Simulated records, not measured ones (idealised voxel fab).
process module | voxel quadruple lines
cross-section cut | 295 nm wide | cells 5 nm
A cross-section is a grid of square cells, given in bands from the top down. A band is one or more rows of cells.
Each band's line starts with the height of the band's top and of its bottom, in nm. Then come its materials from left to right, each with its width in nm. One material with "throughout" fills the band from edge to edge. "air" is empty space.
Height 0 is the level under which the wafer as received is all one material. The lowest band goes on downwards, as in "0 down".
A width such as "30 to 40" changes by the same amount from each row of cells to the next, from the band's top row to its bottom row.
"no change" after a step means that no cell of the cross-section changed.
closed voids: empty space of 8 cells or more with no open way to the top, each as width x height at its distance from the left edge, in nm
after a step's settings: what the simulator itself notes on the step
overlay nm, on a step with a mask: how far to the right of its planned place the mask lay; to the left if negative
plan
1 op RECEIVE | material Si
2 op CONFORMAL_DEP | material Al2O3 | thk nm 5
3 op DIRECTIONAL_DEP | material TiN | thk nm 15
4 op DIRECTIONAL_DEP | material polySi | thk nm 20
5 op DIRECTIONAL_DEP | material aC | thk nm 20
6 op PATTERN | tone cover | mask id MANDREL | material resist | width nm 30 | thk nm 30 | overlay nm 0
7 op DIRECTIONAL_ETCH | etch materials aC | depth nm 20
8 op STRIP | etch materials resist
9 op CONFORMAL_DEP | material SiO2 | thk nm 10
10 op DIRECTIONAL_ETCH | etch materials SiO2 | depth nm 10
11 op STRIP | etch materials aC
12 op DIRECTIONAL_ETCH | etch materials polySi | depth nm 20
13 op STRIP | etch materials SiO2
14 op CONFORMAL_DEP | material SiCN | thk nm 10
15 op DIRECTIONAL_ETCH | etch materials SiCN | depth nm 10
16 op STRIP | etch materials polySi
17 op DIRECTIONAL_ETCH | etch materials TiN | depth nm 15
18 op STRIP | etch materials SiCN
as received, after step 1
  0 down: Si throughout
  closed voids: none
first wafer at the end, as planned
  20 to 5: air 110 | TiN 10 | air 10 | TiN 10 | air 10 | TiN 10 | air 10 | TiN 10 | air 115
  5 to 0: Al2O3 throughout
  0 down: Si throughout
  closed voids: none
second wafer at the end: like start, like plan, one mistake
  20 to 5: air 120 | TiN 10 | air 10 | TiN 10 | air 10 | TiN 10 | air 125
  5 to 0: Al2O3 throughout
  0 down: Si throughout
  closed voids: none
what went wrong: step 6 ran as: op PATTERN | tone open | mask id MANDREL | material resist | width nm 30 | thk nm 30 | overlay nm 0
at the end the second wafer has, in cells: 6 fewer of TiN
